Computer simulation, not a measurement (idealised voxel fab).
The process module presented herein is designated voxel plated lines.
The cross-section shown here is cut; it is 155 nm wide and divided into square cells measuring 5 nm on a side.
Cross-section = grid of square cells, listed top down in bands; band = one or more rows.
For a band, the entry starts with two heights in nm, that of the top and then that of the bottom, and carries on with the band's materials in order from left to right, each alongside its width in nm; the word "throughout" beside a single material means it fills the band edge to edge, and "air" means empty space.
Measure heights from 0. That's the level where, below it, the as-received wafer is all one material. The lowest band is bottomless and extends downward; write it as in "0 -> down".
The expression "30..40" gives the width at the extremes of the band, the first number at its top row of cells and the second at its bottom row, with the width changing by equal amounts from each row to the next in between.
A step reported as "remains unaltered" is a step in which no cell of the cross-section changed.
Voids not open to the top, 8 cells minimum: see "Enclosed void list". Written width x height at distance; distance is from the left edge; nm.
If you see something after the settings on a step's line, that's the simulator's own remark about that step.
overlay nm: for a step with a mask, the amount by which the mask lay right of where it was planned; a negative amount means left of it.

### Below is the list of planned process steps
| 1 | RECEIVE with material Si |
| 2 | CONFORMAL_DEP with material SiN, thk nm 15 |
| 3 | DIRECTIONAL_DEP with material TiN, thk nm 5 |
| 4 | PATTERN with tone open, mask id LINES, material resist, width nm 25, pitch nm 40, thk nm 25, overlay nm 0 |
| 5 | EPI with material Ru, thk nm 10 |
| 6 | EPI with material Ru, thk nm 5 |
| 7 | STRIP with etch materials resist |
| 8 | DIRECTIONAL_ETCH with etch materials TiN, depth nm 5 |
| 9 | CONFORMAL_DEP with material SiO2, thk nm 10 |

### Cross-section, incoming material, after step 1
> 0 -> down: Si throughout
> Enclosed void list: none

### Here's the wafer cut in cross-section after the module, started and planned just like above, except one thing was done wrong in the run
> 45 -> 40: air=35, then SiO2=85, then air=35
> 40 -> 35: SiO2 throughout
> 35 -> 30: SiO2=45, then Ru=25, then SiO2=15, then Ru=25, then SiO2=45
> 30 -> 20: Ru throughout
> 20 -> 15: TiN throughout
> 15 -> 0: SiN throughout
> 0 -> down: Si throughout
> Enclosed void list: none
Heads up, the wafer didn't run the way we planned it: swap of plan steps 4 and 5 during execution
